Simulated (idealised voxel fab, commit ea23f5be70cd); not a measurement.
You're looking at the process module voxel tone inversion.
Pictured: cross-section cut, 275 nm wide, on a grid of 5 nm square cells.
If you're reading a cross-section in this doc, picture square cells in a grid; it comes to you as bands, top ones listed first down to the bottom, and a band can be one or more rows of cells.
Per band: top height and bottom height in nm, followed by the left-to-right materials and their widths in nm; "throughout" marks a single material spanning edge to edge, "air" marks empty space.
Height is counted from the level 0, under which the received wafer is composed throughout of one material. The lowest of the bands is not closed at the bottom but continues downward, in the notation "0 -> down".
A width given as "30->40" starts at the first number in the band's top row and ends at the second number in its bottom row, shifting by an equal amount at every step from row to row.
Basically "changes: none" means that step didn't change any cell in the cross-section.
What "Closed void inventory" gives you is every empty space of 8 cells or more that is cut off from the top. Each appears as width x height at distance, with the distance taken from the left edge and width, height and distance all in nm.
On a step's line, text after the settings is the simulator commenting on that step.
"overlay nm" answers the question of how far to the right of plan the mask lay on a step that has a mask, and when it is negative the answer is to the left.
-- Process steps - plan
1) RECEIVE (material Si)
2) CONFORMAL_DEP (material SiN; thk nm 5)
3) DIRECTIONAL_DEP (material polySi; thk nm 20)
4) PATTERN (tone cover; mask id POSTS; material resist; width nm 15; pitch nm 40; thk nm 25; overlay nm 0)
5) DIRECTIONAL_ETCH (etch materials polySi; depth nm 20)
6) STRIP (etch materials resist)
7) FILL_DEP (material lowk; thk nm 5)
8) CMP (height nm 25)
9) STRIP (etch materials polySi)
10) CONFORMAL_DEP (material TiN; thk nm 5)
11) FILL_DEP (material Ru; thk nm 10)
12) CMP (height nm 25)
13) CONFORMAL_DEP (material SiCN; thk nm 5)
-- Received-state cross-section, reflecting completion of step 1
    0 -> down: Si throughout
    Closed void inventory: none
-- First of two wafers, end-of-module section, run followed plan
    30 -> 25: SiCN throughout
    25 -> 10: lowk: 70 / TiN: 5 / Ru: 5 / TiN: 5 / lowk: 25 / TiN: 5 / Ru: 5 / TiN: 5 / lowk: 25 / TiN: 5 / Ru: 5 / TiN: 5 / lowk: 25 / TiN: 5 / Ru: 5 / TiN: 5 / lowk: 70
    10 -> 5: lowk: 70 / TiN: 15 / lowk: 25 / TiN: 15 / lowk: 25 / TiN: 15 / lowk: 25 / TiN: 15 / lowk: 70
    5 -> 0: SiN throughout
    0 -> down: Si throughout
    Closed void inventory: none
-- Second wafer cross-section at end of module - shared start and plan with the first, one mistake in the run
    30 -> 25: SiCN throughout
    25 -> 10: lowk: 70 / TiN: 5 / Ru: 5 / TiN: 5 / lowk: 25 / TiN: 5 / Ru: 5 / TiN: 5 / lowk: 25 / TiN: 5 / Ru: 5 / TiN: 5 / lowk: 25 / TiN: 5 / Ru: 5 / TiN: 5 / lowk: 70
    10 -> 5: lowk: 70 / TiN: 15 / lowk: 25 / TiN: 15 / lowk: 25 / TiN: 15 / lowk: 25 / TiN: 15 / lowk: 70
    5 -> 0: TiN throughout
    0 -> down: Si throughout
    Closed void inventory: none
What was the processing mistake? step 2 changed vs plan, executed as CONFORMAL_DEP (material TiN; thk nm 5)
At the finish, the second wafer shows more or fewer cells for some materials than the first does: -55 SiN | +55 TiN
